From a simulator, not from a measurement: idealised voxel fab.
process module | voxel spacer lines
cross-section cut | 225 nm wide | cells 5 nm
A cross-section is a grid of square cells, given in bands from the top down. A band is one or more rows of cells.
Each band's line starts with the height of the band's top and of its bottom, in nm. Then come its materials from left to right, each with its width in nm. One material with "throughout" fills the band from edge to edge. "air" is empty space.
Height 0 is the level under which the wafer as received is all one material. The lowest band goes on downwards, as in "0 down".
A width such as "30 to 40" changes by the same amount from each row of cells to the next, from the band's top row to its bottom row.
"no change" after a step means that no cell of the cross-section changed.
closed voids: empty space of 8 cells or more with no open way to the top, each as width x height at its distance from the left edge, in nm
after a step's settings: what the simulator itself notes on the step
overlay nm, on a step with a mask: how far to the right of its planned place the mask lay; to the left if negative
plan
1 op RECEIVE | material Si
2 op CONFORMAL_DEP | material Al2O3 | thk nm 10
3 op DIRECTIONAL_DEP | material polySi | thk nm 10
4 op DIRECTIONAL_DEP | material aC | thk nm 25
5 op PATTERN | tone cover | mask id MANDREL | material resist | width nm 25 | pitch nm 70 | thk nm 30 | overlay nm 0
6 op DIRECTIONAL_ETCH | etch materials aC | depth nm 25
7 op STRIP | etch materials resist
8 op CONFORMAL_DEP | material SiO2 | thk nm 10
9 op DIRECTIONAL_ETCH | etch materials SiO2 | depth nm 10
10 op STRIP | etch materials aC
11 op DIRECTIONAL_ETCH | etch materials polySi | depth nm 10
12 op STRIP | etch materials SiO2
as received, after step 1
  0 down: Si throughout
  closed voids: none
a wafer at the end: this start, this plan, one mistake
  20 to 10: air 55 | polySi 10 | air 30 | polySi 10 | air 20 | polySi 10 | air 30 | polySi 10 | air 50
  10 to 0: Al2O3 throughout
  0 down: Si throughout
  closed voids: none
what went wrong: step 5 ran as: op PATTERN | tone cover | mask id MANDREL | material resist | width nm 30 | pitch nm 70 | thk nm 30 | overlay nm 0
